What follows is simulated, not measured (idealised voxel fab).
The following process module bears the name voxel ribs on slabs.
FYI the section here is cut, 270 nm wide, cells are 5 nm squares.
Cross-section spec: square-cell grid; bands listed top down; each band is one or more rows. Band: top and bottom heights (nm) first, top before bottom; then materials from left to right, widths in nm. "everywhere" marks a sole material filling the band edge to edge. "air" denotes empty space. Heights from 0 (as-received wafer is one material below). Bottom band endless downward, as "0 and below". The expression "30 to 40" gives the width at the extremes of the band, the first number at its top row of cells and the second at its bottom row, with the width changing by equal amounts from each row to the next in between. "nothing altered" (step): cross-section cells unchanged, all of them. This entry, "Catalogued sealed voids", enumerates those empty regions of no fewer than 8 cells that possess no open connection to the top. Each region is reported in the form width x height at distance, the distance being taken from the left edge, with all three quantities expressed in nm. On each step's line, the part that comes after the settings is the simulator's own comment on the step. overlay nm: mask right of planned place by this much (step with mask). Neg. = left.

Steps in the process plan:
1: RECEIVE, material Si
2: DIRECTIONAL_DEP, material SiO2, thk nm 30
3: DIRECTIONAL_DEP, material SiN, thk nm 20
4: PATTERN, tone cover, mask id RIB, material resist, width nm 25, thk nm 20, overlay nm 0
5: DIRECTIONAL_ETCH, etch materials SiN, depth nm 15
6: STRIP, etch materials resist
7: PATTERN, tone cover, mask id SLAB, material resist, width nm 55, thk nm 20, overlay nm 0
8: DIRECTIONAL_ETCH, etch materials SiN, depth nm 5
9: STRIP, etch materials resist
10: FILL_DEP, material SiO2, thk nm 15
11: CMP, height nm 60
12: DIRECTIONAL_DEP, material W, thk nm 10
13: MASKED_ETCH, tone cover, mask id HEATER, width nm 35, etch materials W, depth nm 10, overlay nm 0
14: CONFORMAL_DEP, material SiN, thk nm 5

First wafer out of two, processed as planned:

Shown in cross-section is the wafer as received, that is, as it stands after step 1:
0 and below | Si everywhere
Catalogued sealed voids: none

The wafer, seen in cross-section, after step 2:
30 down to 0 | SiO2 everywhere
All layers under 0 are left as they were.

The wafer, seen in cross-section, after step 3:
50 down to 30 | SiN everywhere
All layers under 30 are left as they were.

The wafer, seen in cross-section, after step 4:
70 down to 50 | 120 of air | 25 of resist | 125 of air
All layers under 50 are left as they were.

The wafer, seen in cross-section, after step 5:
70 down to 50 | 120 of air | 25 of resist | 125 of air
50 down to 35 | 120 of air | 25 of SiN | 125 of air
All layers under 35 are left as they were.

The wafer, seen in cross-section, after step 6:
50 down to 35 | 120 of air | 25 of SiN | 125 of air
All layers under 35 are left as they were.

The wafer, seen in cross-section, after step 7:
70 down to 50 | 105 of air | 55 of resist | 110 of air
50 down to 35 | 105 of air | 15 of resist | 25 of SiN | 15 of resist | 110 of air
All layers under 35 are left as they were.

The wafer, seen in cross-section, after step 8:
70 down to 50 | 105 of air | 55 of resist | 110 of air
50 down to 35 | 105 of air | 15 of resist | 25 of SiN | 15 of resist | 110 of air
35 down to 30 | 105 of air | 55 of SiN | 110 of air
All layers under 30 are left as they were.

The wafer, seen in cross-section, after step 9:
50 down to 35 | 120 of air | 25 of SiN | 125 of air
All layers under 35 are left as they were.

The wafer, seen in cross-section, after step 10:
65 down to 50 | SiO2 everywhere
50 down to 35 | 120 of SiO2 | 25 of SiN | 125 of SiO2
35 down to 30 | 105 of SiO2 | 55 of SiN | 110 of SiO2
All layers under 30 are left as they were.

The wafer, seen in cross-section, after step 11:
60 down to 50 | SiO2 everywhere
All layers under 50 are left as they were.

The wafer, seen in cross-section, after step 12:
70 down to 60 | W everywhere
All layers under 60 are left as they were.

The wafer, seen in cross-section, after step 13:
70 down to 60 | 115 of air | 35 of W | 120 of air
All layers under 60 are left as they were.

The wafer, seen in cross-section, after step 14:
75 down to 70 | 110 of air | 45 of SiN | 115 of air
70 down to 65 | 110 of air | 5 of SiN | 35 of W | 5 of SiN | 115 of air
65 down to 60 | 115 of SiN | 35 of W | 120 of SiN
All layers under 60 are left as they were.

Second wafer, same starting state and plan as the first, one mistake in the run, identical through step 3:

Cross-sectional representation of the second wafer at the time designated in the plan for the completion of step 4:
70 down to 50 | 120 of resist | 25 of air | 125 of resist
All layers under 50 are left as they were.

Cross-sectional representation of the second wafer at the time designated in the plan for the completion of step 5:
70 down to 50 | 120 of resist | 25 of air | 125 of resist
50 down to 35 | 120 of SiN | 25 of air | 125 of SiN
All layers under 35 are left as they were.

Cross-sectional representation of the second wafer at the time designated in the plan for the completion of step 6:
50 down to 35 | 120 of SiN | 25 of air | 125 of SiN
All layers under 35 are left as they were.

Cross-sectional representation of the second wafer at the time designated in the plan for the completion of step 7:
70 down to 50 | 105 of air | 55 of resist | 110 of air
50 down to 35 | 120 of SiN | 25 of resist | 125 of SiN
All layers under 35 are left as they were.

Cross-sectional representation of the second wafer at the time designated in the plan for the completion of step 8:
70 down to 50 | 105 of air | 55 of resist | 110 of air
50 down to 45 | 105 of air | 15 of SiN | 25 of resist | 15 of SiN | 110 of air
All layers under 45 are left as they were.

Cross-sectional representation of the second wafer at the time designated in the plan for the completion of step 9:
50 down to 45 | 105 of air | 15 of SiN | 25 of air | 15 of SiN | 110 of air
45 down to 35 | 120 of SiN | 25 of air | 125 of SiN
All layers under 35 are left as they were.

Cross-sectional representation of the second wafer at the time designated in the plan for the completion of step 10:
65 down to 50 | SiO2 everywhere
50 down to 45 | 105 of SiO2 | 15 of SiN | 25 of SiO2 | 15 of SiN | 110 of SiO2
45 down to 35 | 120 of SiN | 25 of SiO2 | 125 of SiN
All layers under 35 are left as they were.

Cross-sectional representation of the second wafer at the time designated in the plan for the completion of step 11:
60 down to 50 | SiO2 everywhere
All layers under 50 are left as they were.

Cross-sectional representation of the second wafer at the time designated in the plan for the completion of step 12:
70 down to 60 | W everywhere
All layers under 60 are left as they were.

Cross-sectional representation of the second wafer at the time designated in the plan for the completion of step 13:
70 down to 60 | 115 of air | 35 of W | 120 of air
All layers under 60 are left as they were.

Cross-sectional representation of the second wafer at the time designated in the plan for the completion of step 14:
75 down to 70 | 110 of air | 45 of SiN | 115 of air
70 down to 65 | 110 of air | 5 of SiN | 35 of W | 5 of SiN | 115 of air
65 down to 60 | 115 of SiN | 35 of W | 120 of SiN
All layers under 60 are left as they were.
Against the plan, the run slipped here: step 4 ran as: PATTERN, tone open, mask id RIB, material resist, width nm 25, thk nm 20, overlay nm 0
Heads up, by the end the second wafer has more or fewer cells of some materials compared to the first: 132 more of SiN; 132 fewer of SiO2
